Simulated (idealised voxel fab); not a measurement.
The document below concerns the process module designated voxel self aligned contacts.
Square cell edge 5 nm, section width 250 nm, ID cut.
A cross-section is written here as square cells arranged in a grid, and it is given in bands from the top down, each band taking up one or more rows of cells.
Per band: top height and bottom height in nm, followed by the left-to-right materials and their widths in nm; "full width" marks a single material spanning edge to edge, "air" marks empty space.
Height is counted from the level 0, under which the received wafer is composed throughout of one material. The lowest of the bands is not closed at the bottom but continues downward, in the notation "0..down".
Top row gets the first number, bottom row gets the second, and each row in between changes by the same step: that is how a band width like "30 to 40" works.
For the purposes of this document, the phrase "nothing changed" attached to a step denotes that no cell within the cross-section was modified by that step.
"Enclosed empty spaces": sealed empty spaces, 8 cells or more, no open way to top, listed width x height at distance, with distance from the left edge and width, height and distance in nm.
Heads up: the bit after the settings on a step's line is the simulator's remark on that step.
"overlay nm", when on a step's line for a step with a mask, measures how far to the right of its planned place the mask lay; a negative measure means to the left.
This section lists the process steps that were planned
1. RECEIVE [material Si]
2. OXIDIZE [depth nm 5]
3. DIRECTIONAL_DEP [material polySi] [thk nm 25]
4. DIRECTIONAL_DEP [material SiN] [thk nm 25]
5. DIRECTIONAL_DEP [material aC] [thk nm 15]
6. PATTERN [tone cover] [mask id GATE] [material resist] [width nm 25] [pitch nm 65] [thk nm 30] [overlay nm 0]
7. DIRECTIONAL_ETCH [etch materials aC] [depth nm 15]
8. STRIP [etch materials resist]
9. DIRECTIONAL_ETCH [etch materials SiN] [depth nm 25]
10. DIRECTIONAL_ETCH [etch materials polySi] [depth nm 25]
11. STRIP [etch materials aC]
12. CONFORMAL_DEP [material SiN] [thk nm 10]
13. DIRECTIONAL_ETCH [etch materials SiN] [depth nm 10]
14. FILL_DEP [material SiO2] [thk nm 15]
15. CMP [height nm 60]
16. PATTERN [tone open] [mask id CONTACT] [material resist] [width nm 50] [pitch nm 65] [thk nm 20] [overlay nm 0]
17. DIRECTIONAL_ETCH [etch materials SiO2] [depth nm 65]
18. STRIP [etch materials resist]
19. CONFORMAL_DEP [material TiN] [thk nm 5]
20. FILL_DEP [material W] [thk nm 5]
21. CMP [height nm 60]
22. CONFORMAL_DEP [material SiN] [thk nm 5]
Wafer cross-section on receipt, i.e. after step 1
    0..down = Si full width
    Enclosed empty spaces: none
Looking at the first of two wafers in cross-section at end of module - ran to plan
    65..60 = SiN full width
    60..50 = 65 SiO2 | 5 to 20 TiN | 40 to 10 W | 5 to 20 TiN | 15 SiO2 | 5 to 20 TiN | 40 to 10 W | 5 to 20 TiN | 70 SiO2
    50..25 = 35 SiO2 | 45 SiN | 5 TiN | 10 W | 5 TiN | 45 SiN | 5 TiN | 10 W | 5 TiN | 45 SiN | 40 SiO2
    25..0 = 35 SiO2 | 10 SiN | 25 polySi | 10 SiN | 5 TiN | 10 W | 5 TiN | 10 SiN | 25 polySi | 10 SiN | 5 TiN | 10 W | 5 TiN | 10 SiN | 25 polySi | 10 SiN | 40 SiO2
    0..-5 = 80 SiO2 | 20 TiN | 45 SiO2 | 20 TiN | 85 SiO2
    -5..down = Si full width
    Enclosed empty spaces: none
Second wafer cross-section at end of module - shared start and plan with the first, one mistake in the run
    65..60 = SiN full width
    60..50 = 35 SiO2 | 45 SiN | 5 TiN | 10 W | 5 TiN | 45 SiN | 5 TiN | 10 W | 5 TiN | 45 SiN | 40 SiO2
    50..30 = 35 SiO2 | 10 SiN | 25 polySi | 10 SiN | 5 TiN | 10 W | 5 TiN | 10 SiN | 25 polySi | 10 SiN | 5 TiN | 10 W | 5 TiN | 10 SiN | 25 polySi | 10 SiN | 40 SiO2
    30..25 = 35 SiO2 | 10 SiN | 25 polySi | 10 SiN | 20 TiN | 10 SiN | 25 polySi | 10 SiN | 20 TiN | 10 SiN | 25 polySi | 10 SiN | 40 SiO2
    25..0 = polySi full width
    0..-5 = SiO2 full width
    -5..down = Si full width
    Enclosed empty spaces: none
Here's what went sideways: twice over, step 3 of the plan was run
End check, counted in cells, second wafer has more or fewer of these materials than the first: SiN -81 | SiO2 -97 | TiN -36 | W -36 | polySi +250
